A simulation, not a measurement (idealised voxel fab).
You're looking at the process module voxel capacitor over wiring.
Shown is cross-section cut, with a width of 210 nm and square cells of size 5 nm.
How to read a cross-section here: the picture is a grid of square cells, written as bands going from the top down, and any band can span one or more rows of cells.
The entry gives the band's vertical extent as a top height and a bottom height in nm, then its horizontal make-up as materials from left to right, each with a width in nm. "air" stands for empty space; a single material marked "everywhere" fills the band edge to edge.
Convention: height 0 is the level below which the wafer, as received, is all one material. The lowest band does not terminate at the bottom but continues downward, represented as "0 nm and below".
A width such as "30..40" changes by the same amount from each row of cells to the next, from the band's top row to its bottom row.
Take "left unchanged" at face value: in the step it is given for, the cross-section changed in none of its cells.
Basically, "Enclosed void listing" tells you about the enclosed voids: empty spaces with no open way to the top, 8 cells or bigger, each written width x height at distance, where distance is from the left edge, all in nm.
Formally, on a step line, whatever follows the settings is a remark that the simulator itself makes on the step.
Among the settings permitted on a step's line is "overlay nm"; applied to a step with a mask, it specifies the extent to which the mask lay to the right of its planned position, whereas a negative figure signifies a position to the left.
Here's what the planned process steps look like:
- 1: RECEIVE [material Si]
- 2: CONFORMAL_DEP [material SiO2] [thk nm 15]
- 3: CONFORMAL_DEP [material SiCN] [thk nm 5]
- 4: DIRECTIONAL_DEP [material SiO2] [thk nm 25]
- 5: MASKED_ETCH [tone open] [mask id METAL_1] [width nm 25] [pitch nm 75] [etch materials SiO2] [depth nm 25] [overlay nm 0]
- 6: MASKED_ETCH [tone open] [mask id METAL_1] [width nm 25] [pitch nm 75] [etch materials SiCN] [depth nm 5] [overlay nm 0]
- 7: CONFORMAL_DEP [material TiN] [thk nm 5]
- 8: FILL_DEP [material W] [thk nm 10]
- 9: CMP [height nm 45]
- 10: EPI [material Ru] [thk nm 5]
- 11: FILL_DEP [material SiCN] [thk nm 5]
- 12: DIRECTIONAL_DEP [material SiO2] [thk nm 10]
- 13: MASKED_ETCH [tone open] [mask id PLUG_1] [width nm 15] [etch materials SiO2] [depth nm 10] [overlay nm 0]
- 14: MASKED_ETCH [tone open] [mask id PLUG_1] [width nm 15] [etch materials SiCN] [depth nm 5] [overlay nm 0]
- 15: CONFORMAL_DEP [material TiN] [thk nm 5]
- 16: FILL_DEP [material W] [thk nm 5]
- 17: CMP [height nm 65]
- 18: DIRECTIONAL_DEP [material TiN] [thk nm 10]
- 19: DIRECTIONAL_DEP [material Al2O3] [thk nm 5]
- 20: DIRECTIONAL_DEP [material TiN] [thk nm 10]
- 21: PATTERN [tone cover] [mask id UPPER_PLATE] [material resist] [width nm 55] [thk nm 20] [overlay nm 0]
- 22: DIRECTIONAL_ETCH [etch materials TiN] [depth nm 10]
- 23: DIRECTIONAL_ETCH [etch materials Al2O3] [depth nm 5]
- 24: STRIP [etch materials resist]
- 25: PATTERN [tone cover] [mask id LOWER_PLATE] [material resist] [width nm 65] [thk nm 15] [overlay nm 0]
- 26: DIRECTIONAL_ETCH [etch materials TiN] [depth nm 10]
- 27: STRIP [etch materials resist]
- 28: FILL_DEP [material SiO2] [thk nm 20]
- 29: CMP [height nm 105]
- 30: PATTERN [tone open] [mask id PLUG_2] [material resist] [width nm 15] [thk nm 20] [overlay nm 0]
- 31: DIRECTIONAL_ETCH [etch materials SiO2] [depth nm 15]
- 32: STRIP [etch materials resist]
- 33: CONFORMAL_DEP [material TiN] [thk nm 5]
- 34: FILL_DEP [material Ru] [thk nm 5]
- 35: CMP [height nm 105]
- 36: CONFORMAL_DEP [material SiCN] [thk nm 5]
Cross-section of the wafer at receipt, which is the condition after step 1:
    0 nm and below | Si everywhere
    Enclosed void listing: none
Post-module cross-section of the first of two wafers (run per plan):
    110 nm to 105 nm | SiCN everywhere
    105 nm to 95 nm | 75 nm SiO2 / 5 nm TiN / 5 nm Ru / 5 nm TiN / 120 nm SiO2
    95 nm to 90 nm | 75 nm SiO2 / 15 nm TiN / 120 nm SiO2
    90 nm to 80 nm | 65 nm SiO2 / 55 nm TiN / 90 nm SiO2
    80 nm to 75 nm | 65 nm SiO2 / 55 nm Al2O3 / 90 nm SiO2
    75 nm to 65 nm | 60 nm SiO2 / 65 nm TiN / 85 nm SiO2
    65 nm to 55 nm | 65 nm SiO2 / 5 nm TiN / 5 nm W / 5 nm TiN / 130 nm SiO2
    55 nm to 50 nm | 65 nm SiCN / 15 nm TiN / 130 nm SiCN
    50 nm to 45 nm | 50 nm SiCN / 35 nm Ru / 40 nm SiCN / 35 nm Ru / 50 nm SiCN
    45 nm to 20 nm | 55 nm SiO2 / 5 nm TiN / 15 nm W / 5 nm TiN / 50 nm SiO2 / 5 nm TiN / 15 nm W / 5 nm TiN / 55 nm SiO2
    20 nm to 15 nm | 55 nm SiCN / 25 nm TiN / 50 nm SiCN / 25 nm TiN / 55 nm SiCN
    15 nm to 0 nm | SiO2 everywhere
    0 nm and below | Si everywhere
    Enclosed void listing: none
Here is the second of the two wafers cut open at the end of the module - same start, same plan as the first one, but we made one mistake running it:
    110 nm to 105 nm | SiCN everywhere
    105 nm to 95 nm | 75 nm SiO2 / 5 nm TiN / 5 nm Ru / 5 nm TiN / 120 nm SiO2
    95 nm to 90 nm | 75 nm SiO2 / 15 nm TiN / 120 nm SiO2
    90 nm to 80 nm | 65 nm SiO2 / 55 nm TiN / 90 nm SiO2
    80 nm to 75 nm | 65 nm SiO2 / 55 nm Al2O3 / 90 nm SiO2
    75 nm to 65 nm | 60 nm SiO2 / 65 nm TiN / 85 nm SiO2
    65 nm to 55 nm | 65 nm SiO2 / 5 nm TiN / 5 nm W / 5 nm TiN / 130 nm SiO2
    55 nm to 50 nm | 65 nm SiCN / 15 nm TiN / 130 nm SiCN
    50 nm to 45 nm | 50 nm SiCN / 35 nm Ru / 40 nm SiCN / 35 nm Ru / 50 nm SiCN
    45 nm to 25 nm | 55 nm SiO2 / 5 nm TiN / 15 nm W / 5 nm TiN / 50 nm SiO2 / 5 nm TiN / 15 nm W / 5 nm TiN / 55 nm SiO2
    25 nm to 20 nm | 55 nm SiO2 / 25 nm TiN / 50 nm SiO2 / 25 nm TiN / 55 nm SiO2
    20 nm to 5 nm | SiO2 everywhere
    5 nm to 0 nm | SiCN everywhere
    0 nm and below | Si everywhere
    Enclosed void listing: none
Diagnosis: note: step 2 <-> step 3, run order reversed vs plan
Once processing is complete, comparing cell counts shows that the second wafer has more or fewer of certain materials than the first: SiCN: 10 more, TiN: 4 fewer, W: 6 fewer
